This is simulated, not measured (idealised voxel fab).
Title: Process Module voxel local oxidation
It is cross-section cut that appears here, measuring 205 nm in width, its square cells being 5 nm in size.
Heads up, the way a cross-section reads in here is a grid of square cells, handed over as bands from the top down, with every band being one or more rows of cells. Each band's line starts with the height of the band's top and of its bottom, in nm. Then come its materials from left to right, each with its width in nm. One material with "everywhere" fills the band from edge to edge. "air" is empty space. The reference from which all heights are counted is 0, the level beneath which the as-received wafer is entirely one material; the lowest band, having no lower bound, proceeds downward and is written after the example "z 0 and below". Width spec "30..40" -> top row of cells at first value, bottom row at second value, equal per-row change in between. Key: "no alteration" - step with no changed cell in the cross-section. So "Entrapped void list" is basically the list of trapped voids: any empty space of 8 cells or more that can't reach the top through an opening. They're written width x height at distance, the distance being from the left edge, and it's all nm. Past the settings on a step's line: simulator remark, on that step. The setting "overlay nm" may be written on the line of a step. When the step uses a mask, the value reports how far to the right of the planned place the mask lay, and a negative value reports that it lay to the left.

List of planned process steps
1: RECEIVE: material Si
2: CONFORMAL_DEP: material SiO2, thk nm 5
3: CONFORMAL_DEP: material SiN, thk nm 10
4: DIRECTIONAL_DEP: material aC, thk nm 15
5: PATTERN: tone cover, mask id ACTIVE, material resist, width nm 105, thk nm 30, overlay nm 0
6: DIRECTIONAL_ETCH: etch materials aC, depth nm 15
7: STRIP: etch materials resist
8: DIRECTIONAL_ETCH: etch materials SiN, depth nm 10
9: STRIP: etch materials aC
10: SELECTIVE_ETCH: etch materials SiO2, depth nm 5
11: OXIDIZE: depth nm 15
12: STRIP: etch materials SiN

As-received wafer cross-section (after step 1)
> z 0 and below | Si everywhere
> Entrapped void list: none

Wafer at module end, in section. Began as above, planned as above, run with one mistake
> z 5 to 0 | air: 55 | SiO2: 95 | air: 55
> z 0 to -20 | SiO2: 75 | Si: 55 | SiO2: 75
> z -20 and below | Si everywhere
> Entrapped void list: none
Against the plan, the run slipped here: step 11 went in with a setting other than planned; the actual run was OXIDIZE: depth nm 20
